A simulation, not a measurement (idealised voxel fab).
The following process module bears the name voxel capacitor over wiring.
The cross-section shown here is cut; it is 225 nm wide and divided into square cells measuring 5 nm on a side.
Reading order for cross-sections: top band down to bottom band. Underlying form: a grid of square cells. Band size: one or more rows of cells. Band entry format. Leading values: height of top, height of bottom, nm. Remainder: materials in left-to-right order, each with its width in nm. Special words: "full width" on a single material, which then fills the band edge to edge; "air", empty space. We count height from 0. Below that, the starting wafer is all one material. The lowest band never ends at the bottom but goes on down; see "0..down" for how that is written. It should be noted that a width expressed as "30 to 40" varies in equal increments from row to row of cells within the band, taking the value of the first number at the top row and that of the second number at the bottom row. "no modifications" -> step changed no cross-section cell. So "closed voids" is basically the list of trapped voids: any empty space of 8 cells or more that can't reach the top through an opening. They're written width x height at distance, the distance being from the left edge, and it's all nm. On each step's line, the part that comes after the settings is the simulator's own comment on the step. Regarding "overlay nm": on a step with a mask, it is the distance the mask lay to the right of its planned place; a negative value places it to the left.

BELOW IS THE LIST OF PLANNED PROCESS STEPS
1 RECEIVE, material Si
2 CONFORMAL_DEP, material SiO2, thk nm 10
3 DIRECTIONAL_DEP, material TiN, thk nm 5
4 DIRECTIONAL_DEP, material W, thk nm 25
5 DIRECTIONAL_DEP, material aC, thk nm 15
6 PATTERN, tone cover, mask id METAL_1, material resist, width nm 20, pitch nm 90, thk nm 30, overlay nm 0
7 DIRECTIONAL_ETCH, etch materials aC, depth nm 15
8 STRIP, etch materials resist
9 DIRECTIONAL_ETCH, etch materials W, depth nm 25
10 DIRECTIONAL_ETCH, etch materials TiN, depth nm 5
11 STRIP, etch materials aC
12 FILL_DEP, material lowk, thk nm 5
13 CMP, height nm 40
14 CONFORMAL_DEP, material SiCN, thk nm 5
15 DIRECTIONAL_DEP, material SiO2, thk nm 15
16 DIRECTIONAL_DEP, material aC, thk nm 15
17 PATTERN, tone open, mask id PLUG_1, material resist, width nm 15, thk nm 35, overlay nm 0
18 DIRECTIONAL_ETCH, etch materials aC, depth nm 15
19 STRIP, etch materials resist
20 DIRECTIONAL_ETCH, etch materials SiO2, depth nm 15
21 DIRECTIONAL_ETCH, etch materials SiCN, depth nm 5
22 STRIP, etch materials aC
23 EPI, material Ru, thk nm 10
24 EPI, material Ru, thk nm 10
25 DIRECTIONAL_DEP, material TiN, thk nm 10
26 DIRECTIONAL_DEP, material Al2O3, thk nm 5
27 DIRECTIONAL_DEP, material TiN, thk nm 5
28 DIRECTIONAL_DEP, material aC, thk nm 15
29 PATTERN, tone cover, mask id UPPER_PLATE, material resist, width nm 75, thk nm 35, overlay nm 0
30 DIRECTIONAL_ETCH, etch materials aC, depth nm 15
31 STRIP, etch materials resist
32 DIRECTIONAL_ETCH, etch materials TiN, depth nm 5
33 DIRECTIONAL_ETCH, etch materials Al2O3, depth nm 5
34 STRIP, etch materials aC
35 PATTERN, tone cover, mask id LOWER_PLATE, material resist, width nm 85, thk nm 15, overlay nm 0
36 DIRECTIONAL_ETCH, etch materials TiN, depth nm 10
37 STRIP, etch materials resist
38 FILL_DEP, material SiO2, thk nm 15
39 CMP, height nm 90
40 MASKED_ETCH, tone open, mask id PLUG_2, width nm 15, etch materials SiO2, depth nm 10, overlay nm 0
41 CONFORMAL_DEP, material TiN, thk nm 5
42 FILL_DEP, material Ru, thk nm 5
43 CMP, height nm 90
44 CONFORMAL_DEP, material SiCN, thk nm 5

BELOW: THE FIRST OF TWO WAFERS, RUN AS PLANNED

INCOMING WAFER IN CROSS-SECTION (STATE: AFTER STEP 1)
> 0..down  Si full width
> closed voids: none

AFTER STEP 2
> 10..0  SiO2 full width
> Below 0, the layers are the same as they were.

AFTER STEP 3
> 15..10  TiN full width
> Below 10, the layers are the same as they were.

AFTER STEP 4
> 40..15  W full width
> Below 15, the layers are the same as they were.

AFTER STEP 5
> 55..40  aC full width
> Below 40, the layers are the same as they were.

AFTER STEP 6
> 85..55  air=55 | resist=20 | air=70 | resist=20 | air=60
> Below 55, the layers are the same as they were.

AFTER STEP 7
> 70..55  air=55 | resist=20 | air=70 | resist=20 | air=60
> 55..40  air=55 | aC=20 | air=70 | aC=20 | air=60
> Below 40, the layers are the same as they were.

AFTER STEP 8
> 55..40  air=55 | aC=20 | air=70 | aC=20 | air=60
> Below 40, the layers are the same as they were.

AFTER STEP 9
> 55..40  air=55 | aC=20 | air=70 | aC=20 | air=60
> 40..15  air=55 | W=20 | air=70 | W=20 | air=60
> Below 15, the layers are the same as they were.

AFTER STEP 10
> 55..40  air=55 | aC=20 | air=70 | aC=20 | air=60
> 40..15  air=55 | W=20 | air=70 | W=20 | air=60
> 15..10  air=55 | TiN=20 | air=70 | TiN=20 | air=60
> Below 10, the layers are the same as they were.

AFTER STEP 11
> 40..15  air=55 | W=20 | air=70 | W=20 | air=60
> Below 15, the layers are the same as they were.

AFTER STEP 12
> 45..40  lowk full width
> 40..15  lowk=55 | W=20 | lowk=70 | W=20 | lowk=60
> 15..10  lowk=55 | TiN=20 | lowk=70 | TiN=20 | lowk=60
> Below 10, the layers are the same as they were.

AFTER STEP 13
> 40..15  lowk=55 | W=20 | lowk=70 | W=20 | lowk=60
> Below 15, the layers are the same as they were.

AFTER STEP 14
> 45..40  SiCN full width
> Below 40, the layers are the same as they were.

AFTER STEP 15
> 60..45  SiO2 full width
> Below 45, the layers are the same as they were.

AFTER STEP 16
> 75..60  aC full width
> Below 60, the layers are the same as they were.

AFTER STEP 17
> 110..75  resist=60 | air=15 | resist=150
> Below 75, the layers are the same as they were.

AFTER STEP 18
> 95..75  resist=60 | air=15 | resist=150
> 75..60  aC=60 | air=15 | aC=150
> Below 60, the layers are the same as they were.

AFTER STEP 19
> 75..60  aC=60 | air=15 | aC=150
> Below 60, the layers are the same as they were.

AFTER STEP 20
> 75..60  aC=60 | air=15 | aC=150
> 60..45  SiO2=60 | air=15 | SiO2=150
> Below 45, the layers are the same as they were.

AFTER STEP 21
> 75..60  aC=60 | air=15 | aC=150
> 60..45  SiO2=60 | air=15 | SiO2=150
> 45..40  SiCN=60 | air=15 | SiCN=150
> Below 40, the layers are the same as they were.

AFTER STEP 22
> 60..45  SiO2=60 | air=15 | SiO2=150
> Below 45, the layers are the same as they were.

AFTER STEP 23
> 60..50  SiO2=60 | air=15 | SiO2=150
> 50..45  SiO2=60 | Ru=15 | SiO2=150
> 45..40  SiCN=60 | Ru=15 | SiCN=150
> Below 40, the layers are the same as they were.

AFTER STEP 24
> 60..45  SiO2=60 | Ru=15 | SiO2=150
> Below 45, the layers are the same as they were.

AFTER STEP 25
> 70..60  TiN full width
> Below 60, the layers are the same as they were.

AFTER STEP 26
> 75..70  Al2O3 full width
> Below 70, the layers are the same as they were.

AFTER STEP 27
> 80..75  TiN full width
> Below 75, the layers are the same as they were.

AFTER STEP 28
> 95..80  aC full width
> Below 80, the layers are the same as they were.

AFTER STEP 29
> 130..95  air=60 | resist=75 | air=90
> Below 95, the layers are the same as they were.

AFTER STEP 30
> 115..95  air=60 | resist=75 | air=90
> 95..80  air=60 | aC=75 | air=90
> Below 80, the layers are the same as they were.

AFTER STEP 31
> 95..80  air=60 | aC=75 | air=90
> Below 80, the layers are the same as they were.

AFTER STEP 32
> 95..80  air=60 | aC=75 | air=90
> 80..75  air=60 | TiN=75 | air=90
> Below 75, the layers are the same as they were.

AFTER STEP 33
> 95..80  air=60 | aC=75 | air=90
> 80..75  air=60 | TiN=75 | air=90
> 75..70  air=60 | Al2O3=75 | air=90
> Below 70, the layers are the same as they were.

AFTER STEP 34
> 80..75  air=60 | TiN=75 | air=90
> Below 75, the layers are the same as they were.

AFTER STEP 35
> 95..80  air=55 | resist=85 | air=85
> 80..75  air=55 | resist=5 | TiN=75 | resist=5 | air=85
> 75..70  air=55 | resist=5 | Al2O3=75 | resist=5 | air=85
> Below 70, the layers are the same as they were.

AFTER STEP 36
> 95..80  air=55 | resist=85 | air=85
> 80..75  air=55 | resist=5 | TiN=75 | resist=5 | air=85
> 75..70  air=55 | resist=5 | Al2O3=75 | resist=5 | air=85
> 70..60  air=55 | TiN=85 | air=85
> Below 60, the layers are the same as they were.

AFTER STEP 37
> 80..75  air=60 | TiN=75 | air=90
> 75..70  air=60 | Al2O3=75 | air=90
> Below 70, the layers are the same as they were.

AFTER STEP 38
> 95..80  SiO2 full width
> 80..75  SiO2=60 | TiN=75 | SiO2=90
> 75..70  SiO2=60 | Al2O3=75 | SiO2=90
> 70..60  SiO2=55 | TiN=85 | SiO2=85
> Below 60, the layers are the same as they were.

AFTER STEP 39
> 90..80  SiO2 full width
> Below 80, the layers are the same as they were.

AFTER STEP 40
> 90..80  SiO2=70 | air=15 | SiO2=140
> Below 80, the layers are the same as they were.

AFTER STEP 41
> 95..90  TiN=75 | air=5 | TiN=145
> 90..85  SiO2=70 | TiN=5 | air=5 | TiN=5 | SiO2=140
> 85..75  SiO2=70 to 60 | TiN=15 to 75 | SiO2=140 to 90
> Below 75, the layers are the same as they were.

AFTER STEP 42
> 100..95  Ru full width
> 95..90  TiN=75 | Ru=5 | TiN=145
> 90..85  SiO2=70 | TiN=5 | Ru=5 | TiN=5 | SiO2=140
> Below 85, the layers are the same as they were.

AFTER STEP 43
> 90..85  SiO2=70 | TiN=5 | Ru=5 | TiN=5 | SiO2=140
> Below 85, the layers are the same as they were.

AFTER STEP 44
> 95..90  SiCN full width
> Below 90, the layers are the same as they were.

SECOND WAFER - SHARED START AND PLAN WITH THE FIRST - ONE ERROR IN RUNNING - SAME AS THE FIRST UP TO STEP 22 INCLUSIVE

SECOND WAFER, CUT VIEW, END OF STEP 24 PER PLAN
> 60..50  SiO2=60 | air=15 | SiO2=150
> 50..45  SiO2=60 | Ru=15 | SiO2=150
> 45..40  SiCN=60 | Ru=15 | SiCN=150
> Below 40, the layers are the same as they were.

SECOND WAFER, CUT VIEW, END OF STEP 25 PER PLAN
> 70..60  TiN=60 | air=15 | TiN=150
> 60..50  SiO2=60 | TiN=15 | SiO2=150
> Below 50, the layers are the same as they were.

SECOND WAFER, CUT VIEW, END OF STEP 26 PER PLAN
> 75..70  Al2O3=60 | air=15 | Al2O3=150
> 70..65  TiN=60 | air=15 | TiN=150
> 65..60  TiN=60 | Al2O3=15 | TiN=150
> Below 60, the layers are the same as they were.

SECOND WAFER, CUT VIEW, END OF STEP 27 PER PLAN
> 80..75  TiN=60 | air=15 | TiN=150
> 75..70  Al2O3=60 | air=15 | Al2O3=150
> 70..65  TiN full width
> Below 65, the layers are the same as they were.

SECOND WAFER, CUT VIEW, END OF STEP 28 PER PLAN
> 95..85  aC=60 | air=15 | aC=150
> 85..80  aC full width
> 80..75  TiN=60 | aC=15 | TiN=150
> 75..70  Al2O3=60 | aC=15 | Al2O3=150
> Below 70, the layers are the same as they were.

SECOND WAFER, CUT VIEW, END OF STEP 29 PER PLAN
> 130..95  air=60 | resist=75 | air=90
> 95..85  aC=60 | resist=15 | aC=150
> Below 85, the layers are the same as they were.

SECOND WAFER, CUT VIEW, END OF STEP 30 PER PLAN
> 115..95  air=60 | resist=75 | air=90
> 95..85  air=60 | resist=15 | aC=60 | air=90
> 85..80  air=60 | aC=75 | air=90
> Below 80, the layers are the same as they were.

SECOND WAFER, CUT VIEW, END OF STEP 31 PER PLAN
> 95..85  air=75 | aC=60 | air=90
> Below 85, the layers are the same as they were.

SECOND WAFER, CUT VIEW, END OF STEP 32 PER PLAN
> 95..85  air=75 | aC=60 | air=90
> 85..80  air=60 | aC=75 | air=90
> 80..75  air=60 | aC=15 | TiN=60 | air=90
> Below 75, the layers are the same as they were.

SECOND WAFER, CUT VIEW, END OF STEP 33 PER PLAN
> 95..85  air=75 | aC=60 | air=90
> 85..80  air=60 | aC=75 | air=90
> 80..75  air=60 | aC=15 | TiN=60 | air=90
> 75..70  air=60 | aC=15 | Al2O3=60 | air=90
> Below 70, the layers are the same as they were.

SECOND WAFER, CUT VIEW, END OF STEP 34 PER PLAN
> 80..75  air=75 | TiN=60 | air=90
> 75..70  air=75 | Al2O3=60 | air=90
> Below 70, the layers are the same as they were.

SECOND WAFER, CUT VIEW, END OF STEP 35 PER PLAN
> 95..80  air=55 | resist=85 | air=85
> 80..75  air=55 | resist=20 | TiN=60 | resist=5 | air=85
> 75..70  air=55 | resist=20 | Al2O3=60 | resist=5 | air=85
> Below 70, the layers are the same as they were.

SECOND WAFER, CUT VIEW, END OF STEP 36 PER PLAN
> 95..80  air=55 | resist=85 | air=85
> 80..75  air=55 | resist=20 | TiN=60 | resist=5 | air=85
> 75..70  air=55 | resist=20 | Al2O3=60 | resist=5 | air=85
> 70..65  air=55 | TiN=85 | air=85
> 65..60  air=55 | TiN=5 | Al2O3=15 | TiN=65 | air=85
> Below 60, the layers are the same as they were.

SECOND WAFER, CUT VIEW, END OF STEP 37 PER PLAN
> 80..75  air=75 | TiN=60 | air=90
> 75..70  air=75 | Al2O3=60 | air=90
> Below 70, the layers are the same as they were.

SECOND WAFER, CUT VIEW, END OF STEP 38 PER PLAN
> 95..80  SiO2 full width
> 80..75  SiO2=75 | TiN=60 | SiO2=90
> 75..70  SiO2=75 | Al2O3=60 | SiO2=90
> 70..65  SiO2=55 | TiN=85 | SiO2=85
> 65..60  SiO2=55 | TiN=5 | Al2O3=15 | TiN=65 | SiO2=85
> Below 60, the layers are the same as they were.

SECOND WAFER, CUT VIEW, END OF STEP 39 PER PLAN
> 90..80  SiO2 full width
> Below 80, the layers are the same as they were.

SECOND WAFER, CUT VIEW, END OF STEP 40 PER PLAN
> 90..80  SiO2=70 | air=15 | SiO2=140
> Below 80, the layers are the same as they were.

SECOND WAFER, CUT VIEW, END OF STEP 41 PER PLAN
> 95..90  TiN=75 | air=5 | TiN=145
> 90..85  SiO2=70 | TiN=5 | air=5 | TiN=5 | SiO2=140
> 85..75  SiO2=70 to 75 | TiN=15 to 60 | SiO2=140 to 90
> Below 75, the layers are the same as they were.

SECOND WAFER, CUT VIEW, END OF STEP 42 PER PLAN
> 100..95  Ru full width
> 95..90  TiN=75 | Ru=5 | TiN=145
> 90..85  SiO2=70 | TiN=5 | Ru=5 | TiN=5 | SiO2=140
> Below 85, the layers are the same as they were.

SECOND WAFER, CUT VIEW, END OF STEP 43 PER PLAN
> 90..85  SiO2=70 | TiN=5 | Ru=5 | TiN=5 | SiO2=140
> Below 85, the layers are the same as they were.

SECOND WAFER, CUT VIEW, END OF STEP 44 PER PLAN
> 95..90  SiCN full width
> Below 90, the layers are the same as they were.
Against the plan, the run slipped here: one step among 23 and 24 (all identical) missing; cannot tell which
Final cells, second wafer relative to first, materials higher or lower: 6 fewer of Ru | 6 more of SiO2
